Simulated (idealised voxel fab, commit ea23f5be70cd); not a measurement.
Documented hereafter: the process module known as voxel wiring stack.
Pictured: cross-section cut, 190 nm wide, on a grid of 5 nm square cells.
Cross-section, as written here: a square-cell grid given band by band from the top down, where a band holds one or more rows of cells. Per band: top height and bottom height in nm, followed by the left-to-right materials and their widths in nm; "edge to edge" marks a single material spanning edge to edge, "air" marks empty space. Heights are expressed relative to 0, this being the level below which the as-received wafer comprises one material exclusively. The lowest band is unbounded in the downward direction and is denoted as in "0 nm and below". The expression "30->40" gives the width at the extremes of the band, the first number at its top row of cells and the second at its bottom row, with the width changing by equal amounts from each row to the next in between. What does "remains unaltered" mean for a step? It means no cell of the cross-section changed in that step. Enclosed voids (no open way to top), threshold 8 cells or more, entry "Sealed void list", notation width x height at distance, distance from left edge, nm. Where a step's line continues beyond its settings, the continuation is a remark by the simulator itself on that step. "overlay nm" denotes, for a step that has a mask, the displacement of the mask to the right of its planned place, with negative values corresponding to the left.

The planned process steps are enumerated hereunder
1: RECEIVE | material Si
2: CONFORMAL_DEP | material SiO2 | thk nm 10
3: DIRECTIONAL_DEP | material TiN | thk nm 5
4: DIRECTIONAL_DEP | material Ru | thk nm 20
5: PATTERN | tone cover | mask id METAL_1 | material resist | width nm 20 | pitch nm 45 | thk nm 20 | overlay nm 0
6: DIRECTIONAL_ETCH | etch materials Ru | depth nm 20
7: DIRECTIONAL_ETCH | etch materials TiN | depth nm 5
8: STRIP | etch materials resist
9: CONFORMAL_DEP | material SiN | thk nm 5
10: FILL_DEP | material SiO2 | thk nm 5
11: CMP | height nm 35
12: CONFORMAL_DEP | material SiCN | thk nm 5
13: DIRECTIONAL_DEP | material lowk | thk nm 35
14: DIRECTIONAL_DEP | material aC | thk nm 10
15: PATTERN | tone open | mask id METAL_2 | material resist | width nm 20 | pitch nm 45 | thk nm 25 | overlay nm 0
16: DIRECTIONAL_ETCH | etch materials aC | depth nm 10
17: STRIP | etch materials resist
18: DIRECTIONAL_ETCH | etch materials lowk | depth nm 20
19: STRIP | etch materials aC
20: MASKED_ETCH | tone open | mask id METAL_2_HOLES | width nm 15 | pitch nm 45 | etch materials lowk | depth nm 15 | overlay nm 0
21: MASKED_ETCH | tone open | mask id METAL_2_HOLES | width nm 15 | pitch nm 45 | etch materials SiCN | depth nm 5 | overlay nm 0
22: CONFORMAL_DEP | material TiN | thk nm 5
23: FILL_DEP | material Cu | thk nm 5
24: CMP | height nm 75
25: CONFORMAL_DEP | material SiN | thk nm 5

The following pertains to the first of two wafers, which was processed as planned

Cross-sectional view of the wafer in its as-received condition, corresponding to the state after step 1
> 0 nm and below  Si edge to edge
> Sealed void list: none

Wafer section view after processing step 2
> 10 nm to 0 nm  SiO2 edge to edge
> For the remainder of the cross-section, below 0, there is no change.

Wafer section view after processing step 3
> 15 nm to 10 nm  TiN edge to edge
> For the remainder of the cross-section, below 10, there is no change.

Wafer section view after processing step 4
> 35 nm to 15 nm  Ru edge to edge
> For the remainder of the cross-section, below 15, there is no change.

Wafer section view after processing step 5
> 55 nm to 35 nm  60 nm air; 20 nm resist; 25 nm air; 20 nm resist; 65 nm air
> For the remainder of the cross-section, below 35, there is no change.

Wafer section view after processing step 6
> 55 nm to 35 nm  60 nm air; 20 nm resist; 25 nm air; 20 nm resist; 65 nm air
> 35 nm to 15 nm  60 nm air; 20 nm Ru; 25 nm air; 20 nm Ru; 65 nm air
> For the remainder of the cross-section, below 15, there is no change.

Wafer section view after processing step 7
> 55 nm to 35 nm  60 nm air; 20 nm resist; 25 nm air; 20 nm resist; 65 nm air
> 35 nm to 15 nm  60 nm air; 20 nm Ru; 25 nm air; 20 nm Ru; 65 nm air
> 15 nm to 10 nm  60 nm air; 20 nm TiN; 25 nm air; 20 nm TiN; 65 nm air
> For the remainder of the cross-section, below 10, there is no change.

Wafer section view after processing step 8
> 35 nm to 15 nm  60 nm air; 20 nm Ru; 25 nm air; 20 nm Ru; 65 nm air
> For the remainder of the cross-section, below 15, there is no change.

Wafer section view after processing step 9
> 40 nm to 35 nm  55 nm air; 30 nm SiN; 15 nm air; 30 nm SiN; 60 nm air
> 35 nm to 15 nm  55 nm air; 5 nm SiN; 20 nm Ru; 5 nm SiN; 15 nm air; 5 nm SiN; 20 nm Ru; 5 nm SiN; 60 nm air
> 15 nm to 10 nm  60 nm SiN; 20 nm TiN; 25 nm SiN; 20 nm TiN; 65 nm SiN
> For the remainder of the cross-section, below 10, there is no change.

Wafer section view after processing step 10
> 45 nm to 40 nm  SiO2 edge to edge
> 40 nm to 35 nm  55 nm SiO2; 30 nm SiN; 15 nm SiO2; 30 nm SiN; 60 nm SiO2
> 35 nm to 15 nm  55 nm SiO2; 5 nm SiN; 20 nm Ru; 5 nm SiN; 15 nm SiO2; 5 nm SiN; 20 nm Ru; 5 nm SiN; 60 nm SiO2
> For the remainder of the cross-section, below 15, there is no change.

Wafer section view after processing step 11
> 35 nm to 15 nm  55 nm SiO2; 5 nm SiN; 20 nm Ru; 5 nm SiN; 15 nm SiO2; 5 nm SiN; 20 nm Ru; 5 nm SiN; 60 nm SiO2
> For the remainder of the cross-section, below 15, there is no change.

Wafer section view after processing step 12
> 40 nm to 35 nm  SiCN edge to edge
> For the remainder of the cross-section, below 35, there is no change.

Wafer section view after processing step 13
> 75 nm to 40 nm  lowk edge to edge
> For the remainder of the cross-section, below 40, there is no change.

Wafer section view after processing step 14
> 85 nm to 75 nm  aC edge to edge
> For the remainder of the cross-section, below 75, there is no change.

Wafer section view after processing step 15
> 110 nm to 85 nm  60 nm resist; 20 nm air; 25 nm resist; 20 nm air; 65 nm resist
> For the remainder of the cross-section, below 85, there is no change.

Wafer section view after processing step 16
> 100 nm to 85 nm  60 nm resist; 20 nm air; 25 nm resist; 20 nm air; 65 nm resist
> 85 nm to 75 nm  60 nm aC; 20 nm air; 25 nm aC; 20 nm air; 65 nm aC
> For the remainder of the cross-section, below 75, there is no change.

Wafer section view after processing step 17
> 85 nm to 75 nm  60 nm aC; 20 nm air; 25 nm aC; 20 nm air; 65 nm aC
> For the remainder of the cross-section, below 75, there is no change.

Wafer section view after processing step 18
> 85 nm to 75 nm  60 nm aC; 20 nm air; 25 nm aC; 20 nm air; 65 nm aC
> 75 nm to 55 nm  60 nm lowk; 20 nm air; 25 nm lowk; 20 nm air; 65 nm lowk
> For the remainder of the cross-section, below 55, there is no change.

Wafer section view after processing step 19
> 75 nm to 55 nm  60 nm lowk; 20 nm air; 25 nm lowk; 20 nm air; 65 nm lowk
> For the remainder of the cross-section, below 55, there is no change.

Wafer section view after processing step 20
> 75 nm to 55 nm  60 nm lowk; 20 nm air; 25 nm lowk; 20 nm air; 65 nm lowk
> 55 nm to 40 nm  60 nm lowk; 15 nm air; 30 nm lowk; 15 nm air; 70 nm lowk
> For the remainder of the cross-section, below 40, there is no change.

Wafer section view after processing step 21
> 75 nm to 55 nm  60 nm lowk; 20 nm air; 25 nm lowk; 20 nm air; 65 nm lowk
> 55 nm to 40 nm  60 nm lowk; 15 nm air; 30 nm lowk; 15 nm air; 70 nm lowk
> 40 nm to 35 nm  60 nm SiCN; 15 nm air; 30 nm SiCN; 15 nm air; 70 nm SiCN
> For the remainder of the cross-section, below 35, there is no change.

Wafer section view after processing step 22
> 80 nm to 75 nm  65 nm TiN; 10 nm air; 35 nm TiN; 10 nm air; 70 nm TiN
> 75 nm to 60 nm  60 nm lowk; 5 nm TiN; 10 nm air; 5 nm TiN; 25 nm lowk; 5 nm TiN; 10 nm air; 5 nm TiN; 65 nm lowk
> 60 nm to 55 nm  60 nm lowk; 5 nm TiN; 5 nm air; 10 nm TiN; 25 nm lowk; 5 nm TiN; 5 nm air; 10 nm TiN; 65 nm lowk
> 55 nm to 40 nm  60 nm lowk; 5 nm TiN; 5 nm air; 5 nm TiN; 30 nm lowk; 5 nm TiN; 5 nm air; 5 nm TiN; 70 nm lowk
> 40 nm to 35 nm  60 nm SiCN; 15 nm TiN; 30 nm SiCN; 15 nm TiN; 70 nm SiCN
> For the remainder of the cross-section, below 35, there is no change.

Wafer section view after processing step 23
> 85 nm to 80 nm  Cu edge to edge
> 80 nm to 75 nm  65 nm TiN; 10 nm Cu; 35 nm TiN; 10 nm Cu; 70 nm TiN
> 75 nm to 60 nm  60 nm lowk; 5 nm TiN; 10 nm Cu; 5 nm TiN; 25 nm lowk; 5 nm TiN; 10 nm Cu; 5 nm TiN; 65 nm lowk
> 60 nm to 55 nm  60 nm lowk; 5 nm TiN; 5 nm Cu; 10 nm TiN; 25 nm lowk; 5 nm TiN; 5 nm Cu; 10 nm TiN; 65 nm lowk
> 55 nm to 40 nm  60 nm lowk; 5 nm TiN; 5 nm Cu; 5 nm TiN; 30 nm lowk; 5 nm TiN; 5 nm Cu; 5 nm TiN; 70 nm lowk
> For the remainder of the cross-section, below 40, there is no change.

Wafer section view after processing step 24
> 75 nm to 60 nm  60 nm lowk; 5 nm TiN; 10 nm Cu; 5 nm TiN; 25 nm lowk; 5 nm TiN; 10 nm Cu; 5 nm TiN; 65 nm lowk
> For the remainder of the cross-section, below 60, there is no change.

Wafer section view after processing step 25
> 80 nm to 75 nm  SiN edge to edge
> For the remainder of the cross-section, below 75, there is no change.

The Second Wafer: Common Origin and Plan, One Mistake in Execution, Identical to the First Through Step 2

Second wafer, cross-section, planned end of step 3: remains unaltered

Second wafer, cross-section, planned end of step 4
> 30 nm to 10 nm  Ru edge to edge
> For the remainder of the cross-section, below 10, there is no change.

Second wafer, cross-section, planned end of step 5
> 50 nm to 30 nm  60 nm air; 20 nm resist; 25 nm air; 20 nm resist; 65 nm air
> For the remainder of the cross-section, below 30, there is no change.

Second wafer, cross-section, planned end of step 6
> 50 nm to 30 nm  60 nm air; 20 nm resist; 25 nm air; 20 nm resist; 65 nm air
> 30 nm to 10 nm  60 nm air; 20 nm Ru; 25 nm air; 20 nm Ru; 65 nm air
> For the remainder of the cross-section, below 10, there is no change.

Second wafer, cross-section, planned end of step 7: remains unaltered

Second wafer, cross-section, planned end of step 8
> 30 nm to 10 nm  60 nm air; 20 nm Ru; 25 nm air; 20 nm Ru; 65 nm air
> For the remainder of the cross-section, below 10, there is no change.

Second wafer, cross-section, planned end of step 9
> 35 nm to 30 nm  55 nm air; 30 nm SiN; 15 nm air; 30 nm SiN; 60 nm air
> 30 nm to 15 nm  55 nm air; 5 nm SiN; 20 nm Ru; 5 nm SiN; 15 nm air; 5 nm SiN; 20 nm Ru; 5 nm SiN; 60 nm air
> 15 nm to 10 nm  60 nm SiN; 20 nm Ru; 25 nm SiN; 20 nm Ru; 65 nm SiN
> For the remainder of the cross-section, below 10, there is no change.

Second wafer, cross-section, planned end of step 10
> 40 nm to 35 nm  SiO2 edge to edge
> 35 nm to 30 nm  55 nm SiO2; 30 nm SiN; 15 nm SiO2; 30 nm SiN; 60 nm SiO2
> 30 nm to 15 nm  55 nm SiO2; 5 nm SiN; 20 nm Ru; 5 nm SiN; 15 nm SiO2; 5 nm SiN; 20 nm Ru; 5 nm SiN; 60 nm SiO2
> For the remainder of the cross-section, below 15, there is no change.

Second wafer, cross-section, planned end of step 11
> 35 nm to 30 nm  55 nm SiO2; 30 nm SiN; 15 nm SiO2; 30 nm SiN; 60 nm SiO2
> For the remainder of the cross-section, below 30, there is no change.

Second wafer, cross-section, planned end of step 12
> 40 nm to 35 nm  SiCN edge to edge
> For the remainder of the cross-section, below 35, there is no change.

Second wafer, cross-section, planned end of step 13
> 75 nm to 40 nm  lowk edge to edge
> For the remainder of the cross-section, below 40, there is no change.

Second wafer, cross-section, planned end of step 14
> 85 nm to 75 nm  aC edge to edge
> For the remainder of the cross-section, below 75, there is no change.

Second wafer, cross-section, planned end of step 15
> 110 nm to 85 nm  60 nm resist; 20 nm air; 25 nm resist; 20 nm air; 65 nm resist
> For the remainder of the cross-section, below 85, there is no change.

Second wafer, cross-section, planned end of step 16
> 100 nm to 85 nm  60 nm resist; 20 nm air; 25 nm resist; 20 nm air; 65 nm resist
> 85 nm to 75 nm  60 nm aC; 20 nm air; 25 nm aC; 20 nm air; 65 nm aC
> For the remainder of the cross-section, below 75, there is no change.

Second wafer, cross-section, planned end of step 17
> 85 nm to 75 nm  60 nm aC; 20 nm air; 25 nm aC; 20 nm air; 65 nm aC
> For the remainder of the cross-section, below 75, there is no change.

Second wafer, cross-section, planned end of step 18
> 85 nm to 75 nm  60 nm aC; 20 nm air; 25 nm aC; 20 nm air; 65 nm aC
> 75 nm to 55 nm  60 nm lowk; 20 nm air; 25 nm lowk; 20 nm air; 65 nm lowk
> For the remainder of the cross-section, below 55, there is no change.

Second wafer, cross-section, planned end of step 19
> 75 nm to 55 nm  60 nm lowk; 20 nm air; 25 nm lowk; 20 nm air; 65 nm lowk
> For the remainder of the cross-section, below 55, there is no change.

Second wafer, cross-section, planned end of step 20
> 75 nm to 55 nm  60 nm lowk; 20 nm air; 25 nm lowk; 20 nm air; 65 nm lowk
> 55 nm to 40 nm  60 nm lowk; 15 nm air; 30 nm lowk; 15 nm air; 70 nm lowk
> For the remainder of the cross-section, below 40, there is no change.

Second wafer, cross-section, planned end of step 21
> 75 nm to 55 nm  60 nm lowk; 20 nm air; 25 nm lowk; 20 nm air; 65 nm lowk
> 55 nm to 40 nm  60 nm lowk; 15 nm air; 30 nm lowk; 15 nm air; 70 nm lowk
> 40 nm to 35 nm  60 nm SiCN; 15 nm air; 30 nm SiCN; 15 nm air; 70 nm SiCN
> For the remainder of the cross-section, below 35, there is no change.

Second wafer, cross-section, planned end of step 22
> 80 nm to 75 nm  65 nm TiN; 10 nm air; 35 nm TiN; 10 nm air; 70 nm TiN
> 75 nm to 60 nm  60 nm lowk; 5 nm TiN; 10 nm air; 5 nm TiN; 25 nm lowk; 5 nm TiN; 10 nm air; 5 nm TiN; 65 nm lowk
> 60 nm to 55 nm  60 nm lowk; 5 nm TiN; 5 nm air; 10 nm TiN; 25 nm lowk; 5 nm TiN; 5 nm air; 10 nm TiN; 65 nm lowk
> 55 nm to 40 nm  60 nm lowk; 5 nm TiN; 5 nm air; 5 nm TiN; 30 nm lowk; 5 nm TiN; 5 nm air; 5 nm TiN; 70 nm lowk
> 40 nm to 35 nm  60 nm SiCN; 15 nm TiN; 30 nm SiCN; 15 nm TiN; 70 nm SiCN
> For the remainder of the cross-section, below 35, there is no change.

Second wafer, cross-section, planned end of step 23
> 85 nm to 80 nm  Cu edge to edge
> 80 nm to 75 nm  65 nm TiN; 10 nm Cu; 35 nm TiN; 10 nm Cu; 70 nm TiN
> 75 nm to 60 nm  60 nm lowk; 5 nm TiN; 10 nm Cu; 5 nm TiN; 25 nm lowk; 5 nm TiN; 10 nm Cu; 5 nm TiN; 65 nm lowk
> 60 nm to 55 nm  60 nm lowk; 5 nm TiN; 5 nm Cu; 10 nm TiN; 25 nm lowk; 5 nm TiN; 5 nm Cu; 10 nm TiN; 65 nm lowk
> 55 nm to 40 nm  60 nm lowk; 5 nm TiN; 5 nm Cu; 5 nm TiN; 30 nm lowk; 5 nm TiN; 5 nm Cu; 5 nm TiN; 70 nm lowk
> For the remainder of the cross-section, below 40, there is no change.

Second wafer, cross-section, planned end of step 24
> 75 nm to 60 nm  60 nm lowk; 5 nm TiN; 10 nm Cu; 5 nm TiN; 25 nm lowk; 5 nm TiN; 10 nm Cu; 5 nm TiN; 65 nm lowk
> For the remainder of the cross-section, below 60, there is no change.

Second wafer, cross-section, planned end of step 25
> 80 nm to 75 nm  SiN edge to edge
> For the remainder of the cross-section, below 75, there is no change.
What went wrong in running the wafer? step 3 of the plan: omitted, not performed
Bottom line after processing is that, in cells, the second wafer is up or down on some materials versus the first: +8 SiN, -8 TiN
